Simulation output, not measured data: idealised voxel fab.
process module | voxel tone inversion
cross-section cut | 285 nm wide | cells 5 nm
A cross-section is a grid of square cells, given in bands from the top down. A band is one or more rows of cells.
Each band's line starts with the height of the band's top and of its bottom, in nm. Then come its materials from left to right, each with its width in nm. One material with "throughout" fills the band from edge to edge. "air" is empty space.
Height 0 is the level under which the wafer as received is all one material. The lowest band goes on downwards, as in "0 down".
A width such as "30 to 40" changes by the same amount from each row of cells to the next, from the band's top row to its bottom row.
"no change" after a step means that no cell of the cross-section changed.
closed voids: empty space of 8 cells or more with no open way to the top, each as width x height at its distance from the left edge, in nm
after a step's settings: what the simulator itself notes on the step
overlay nm, on a step with a mask: how far to the right of its planned place the mask lay; to the left if negative
plan
1 op RECEIVE | material Si
2 op CONFORMAL_DEP | material SiN | thk nm 5
3 op DIRECTIONAL_DEP | material aC | thk nm 20
4 op PATTERN | tone cover | mask id POSTS | material resist | width nm 15 | pitch nm 45 | thk nm 25 | overlay nm 0
5 op DIRECTIONAL_ETCH | etch materials aC | depth nm 20
6 op STRIP | etch materials resist
7 op FILL_DEP | material SiO2 | thk nm 10
8 op CMP | height nm 25
9 op STRIP | etch materials aC
10 op CONFORMAL_DEP | material TiN | thk nm 5
11 op FILL_DEP | material Ru | thk nm 5
12 op CMP | height nm 25
13 op CONFORMAL_DEP | material SiCN | thk nm 5
as received, after step 1
  0 down: Si throughout
  closed voids: none
a wafer at the end: this start, this plan, one mistake
  30 to 25: SiCN throughout
  25 to 10: SiO2 120 | TiN 5 | Ru 5 | TiN 5 | SiO2 30 | TiN 5 | Ru 5 | TiN 5 | SiO2 105
  10 to 5: SiO2 120 | TiN 15 | SiO2 30 | TiN 15 | SiO2 105
  5 to 0: SiN throughout
  0 down: Si throughout
  closed voids: none
what went wrong: step 4 ran as: op PATTERN | tone cover | mask id POSTS | material resist | width nm 15 | pitch nm 45 | thk nm 25 | overlay nm 10
